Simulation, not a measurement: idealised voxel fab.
process module | voxel spacer lines
cross-section cut | 295 nm wide | cells 5 nm
A cross-section is a grid of square cells, given in bands from the top down. A band is one or more rows of cells.
Each band's line starts with the height of the band's top and of its bottom, in nm. Then come its materials from left to right, each with its width in nm. One material with "throughout" fills the band from edge to edge. "air" is empty space.
Height 0 is the level under which the wafer as received is all one material. The lowest band goes on downwards, as in "0 down".
A width such as "30 to 40" changes by the same amount from each row of cells to the next, from the band's top row to its bottom row.
"no change" after a step means that no cell of the cross-section changed.
closed voids: empty space of 8 cells or more with no open way to the top, each as width x height at its distance from the left edge, in nm
after a step's settings: what the simulator itself notes on the step
overlay nm, on a step with a mask: how far to the right of its planned place the mask lay; to the left if negative
plan
1 op RECEIVE | material Si
2 op CONFORMAL_DEP | material SiO2 | thk nm 5
3 op DIRECTIONAL_DEP | material W | thk nm 15
4 op DIRECTIONAL_DEP | material polySi | thk nm 20
5 op PATTERN | tone cover | mask id MANDREL | material resist | width nm 15 | pitch nm 60 | thk nm 25 | overlay nm 0
6 op DIRECTIONAL_ETCH | etch materials polySi | depth nm 20
7 op STRIP | etch materials resist
8 op CONFORMAL_DEP | material SiN | thk nm 15
9 op DIRECTIONAL_ETCH | etch materials SiN | depth nm 15
10 op STRIP | etch materials polySi
11 op DIRECTIONAL_ETCH | etch materials W | depth nm 15
12 op STRIP | etch materials SiN
varied across the wafers: width nm of step 5. The plan shows the first wafer's value. All wafers start alike
first wafer as received, after step 1
  0 down: Si throughout
  closed voids: none
first wafer at the end, after step 12
  20 to 5: air 65 | W 15 | air 15 | W 15 | air 15 | W 15 | air 15 | W 15 | air 15 | W 15 | air 15 | W 15 | air 65
  5 to 0: SiO2 throughout
  0 down: Si throughout
  closed voids: none
last wafer at the end
  20 to 5: air 60 | W 15 | air 30 | W 30 | air 30 | W 30 | air 30 | W 15 | air 55
  5 to 0: SiO2 throughout
  0 down: Si throughout
  closed voids: none
each wafer at the end: cells of each material gained (+) or lost (-) since it was received, then its closed voids
width nm 15 | +59 SiO2 | +54 W | closed voids: none
width nm 20 | +59 SiO2 | +54 W | closed voids: none
width nm 25 | +59 SiO2 | +54 W | closed voids: none
width nm 30 | +59 SiO2 | +54 W | closed voids: none
